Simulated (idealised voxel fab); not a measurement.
Process module name: voxel fin reveal
The cross-section shown here is cut; it is 175 nm wide and divided into square cells measuring 5 nm on a side.
Cross-section, as written here: a square-cell grid given band by band from the top down, where a band holds one or more rows of cells.
Per band: top height and bottom height in nm, followed by the left-to-right materials and their widths in nm; "all across" marks a single material spanning edge to edge, "air" marks empty space.
It should be noted that heights are counted from 0, beneath which the wafer as supplied is of one material throughout, and that the lowest band possesses no lower boundary but continues downward, as written in "0 -> down".
The notation "30 to 40" denotes a width that varies across the rows of cells in the band, beginning at the first number in the top row, finishing at the second number in the bottom row, and changing by an identical amount from each row to the next.
The designation "stayed the same", where it is given for a processing step, indicates that no cell of the cross-section was altered in the course of that step.
Reported under the label "Closed empty spaces" are the empty spaces having no open way to the top and comprising 8 cells or more; the notation for each is width x height at distance, in which the distance is measured from the left edge and all three values are in nm.
after a step's settings: what the simulator itself notes on the step
Among the settings permitted on a step's line is "overlay nm"; applied to a step with a mask, it specifies the extent to which the mask lay to the right of its planned position, whereas a negative figure signifies a position to the left.
Set out below are the planned steps of the process:
step 1: RECEIVE: material Si
step 2: CONFORMAL_DEP: material SiN, thk nm 5
step 3: MASKED_ETCH: tone cover, mask id FINS, width nm 15, pitch nm 40, etch materials SiN, depth nm 5, overlay nm 0
step 4: MASKED_ETCH: tone cover, mask id FINS, width nm 15, pitch nm 40, etch materials Si, depth nm 35, overlay nm 0
step 5: FILL_DEP: material SiO2, thk nm 10
step 6: CMP: height nm 5
step 7: SELECTIVE_ETCH: etch materials SiO2, depth nm 20
step 8: STRIP: etch materials SiN
Don't read the plan's width nm for step 3 as applying to every wafer: that's the first wafer's value, and the wafers differ in it, though they all start identical.
The as-received cross-section of the first of several wafers corresponds to the state after step 1:
0 -> down: Si all across
Closed empty spaces: none
Heads up, this table goes wafer by wafer. A row tells you, at the end of the module, how many cells of each material that wafer has put on (+) or dropped (-) since it was received, and then its closed voids:
width nm 15 | -182 Si | +104 SiO2 | Closed empty spaces: none
width nm 20 | -161 Si | +92 SiO2 | Closed empty spaces: none
width nm 25 | -140 Si | +80 SiO2 | Closed empty spaces: none
